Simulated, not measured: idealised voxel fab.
process module | voxel wiring stack
cross-section cut | 240 nm wide | cells 5 nm
A cross-section is a grid of square cells, given in bands from the top down. A band is one or more rows of cells.
Each band's line starts with the height of the band's top and of its bottom, in nm. Then come its materials from left to right, each with its width in nm. One material with "throughout" fills the band from edge to edge. "air" is empty space.
Height 0 is the level under which the wafer as received is all one material. The lowest band goes on downwards, as in "0 down".
A width such as "30 to 40" changes by the same amount from each row of cells to the next, from the band's top row to its bottom row.
"no change" after a step means that no cell of the cross-section changed.
closed voids: empty space of 8 cells or more with no open way to the top, each as width x height at its distance from the left edge, in nm
after a step's settings: what the simulator itself notes on the step
overlay nm, on a step with a mask: how far to the right of its planned place the mask lay; to the left if negative
plan
1 op RECEIVE | material Si
2 op CONFORMAL_DEP | material SiO2 | thk nm 15
3 op CONFORMAL_DEP | material SiCN | thk nm 5
4 op DIRECTIONAL_DEP | material lowk | thk nm 20
5 op PATTERN | tone open | mask id METAL_1 | material resist | width nm 20 | pitch nm 45 | thk nm 15 | overlay nm 0
6 op DIRECTIONAL_ETCH | etch materials lowk | depth nm 20
7 op DIRECTIONAL_ETCH | etch materials SiCN | depth nm 5
8 op STRIP | etch materials resist
9 op CONFORMAL_DEP | material TiN | thk nm 5
10 op FILL_DEP | material Cu | thk nm 10
11 op CMP | height nm 40
12 op EPI | material Ru | thk nm 5
13 op FILL_DEP | material SiCN | thk nm 5
14 op DIRECTIONAL_DEP | material SiO2 | thk nm 25
15 op MASKED_ETCH | tone open | mask id METAL_2 | width nm 20 | pitch nm 45 | etch materials SiO2 | depth nm 15 | overlay nm 0
16 op PATTERN | tone open | mask id METAL_2_HOLES | material resist | width nm 15 | pitch nm 45 | thk nm 20 | overlay nm 0
17 op DIRECTIONAL_ETCH | etch materials SiO2 | depth nm 10
18 op DIRECTIONAL_ETCH | etch materials SiCN | depth nm 5
19 op STRIP | etch materials resist
20 op CONFORMAL_DEP | material TiN | thk nm 5
21 op FILL_DEP | material Cu | thk nm 10
22 op CMP | height nm 75
23 op CONFORMAL_DEP | material SiCN | thk nm 5
24 op DIRECTIONAL_DEP | material SiO2 | thk nm 30
25 op PATTERN | tone open | mask id METAL_3 | material resist | width nm 20 | pitch nm 45 | thk nm 20 | overlay nm 0
26 op DIRECTIONAL_ETCH | etch materials SiO2 | depth nm 20
27 op STRIP | etch materials resist
28 op MASKED_ETCH | tone open | mask id METAL_3_HOLES | width nm 15 | pitch nm 45 | etch materials SiO2 | depth nm 10 | overlay nm 0
29 op MASKED_ETCH | tone open | mask id METAL_3_HOLES | width nm 15 | pitch nm 45 | etch materials SiCN | depth nm 5 | overlay nm 0
30 op CONFORMAL_DEP | material TiN | thk nm 5
31 op FILL_DEP | material Cu | thk nm 10
32 op CMP | height nm 110
33 op CONFORMAL_DEP | material SiCN | thk nm 5
as received, after step 1
  0 down: Si throughout
  closed voids: none
a wafer at the end: this start, this plan, one mistake
  130 to 125: SiCN throughout
  125 to 115: Cu throughout
  115 to 110: TiN 70 | Cu 10 | TiN 35 | Cu 10 | TiN 35 | Cu 10 | TiN 70
  110 to 95: SiO2 65 | TiN 5 | Cu 10 | TiN 5 | SiO2 25 | TiN 5 | Cu 10 | TiN 5 | SiO2 25 | TiN 5 | Cu 10 | TiN 5 | SiO2 65
  95 to 90: SiO2 65 | TiN 5 | Cu 5 | TiN 10 | SiO2 25 | TiN 5 | Cu 5 | TiN 10 | SiO2 25 | TiN 5 | Cu 5 | TiN 10 | SiO2 65
  90 to 80: SiO2 65 | TiN 5 | Cu 5 | TiN 5 | SiO2 30 | TiN 5 | Cu 5 | TiN 5 | SiO2 30 | TiN 5 | Cu 5 | TiN 5 | SiO2 70
  80 to 75: SiCN 65 | TiN 15 | SiCN 30 | TiN 15 | SiCN 30 | TiN 15 | SiCN 70
  75 to 65: SiO2 65 | TiN 5 | Cu 10 | TiN 5 | SiO2 25 | TiN 5 | Cu 10 | TiN 5 | SiO2 25 | TiN 5 | Cu 10 | TiN 5 | SiO2 65
  65 to 60: SiO2 65 | TiN 5 | Cu 5 | TiN 10 | SiO2 25 | TiN 5 | Cu 5 | TiN 10 | SiO2 25 | TiN 5 | Cu 5 | TiN 10 | SiO2 65
  60 to 50: SiO2 65 | TiN 5 | Cu 5 | TiN 5 | SiO2 30 | TiN 5 | Cu 5 | TiN 5 | SiO2 30 | TiN 5 | Cu 5 | TiN 5 | SiO2 70
  50 to 45: SiCN 65 | TiN 15 | SiCN 30 | TiN 15 | SiCN 30 | TiN 15 | SiCN 70
  45 to 40: SiCN 60 | Ru 30 | SiCN 15 | Ru 30 | SiCN 15 | Ru 30 | SiCN 60
  40 to 20: lowk 65 | TiN 5 | Cu 10 | TiN 5 | lowk 25 | TiN 5 | Cu 10 | TiN 5 | lowk 25 | TiN 5 | Cu 10 | TiN 5 | lowk 65
  20 to 15: SiCN 65 | TiN 20 | SiCN 25 | TiN 20 | SiCN 25 | TiN 20 | SiCN 65
  15 to 0: SiO2 throughout
  0 down: Si throughout
  closed voids: none
what went wrong: step 32 was left out
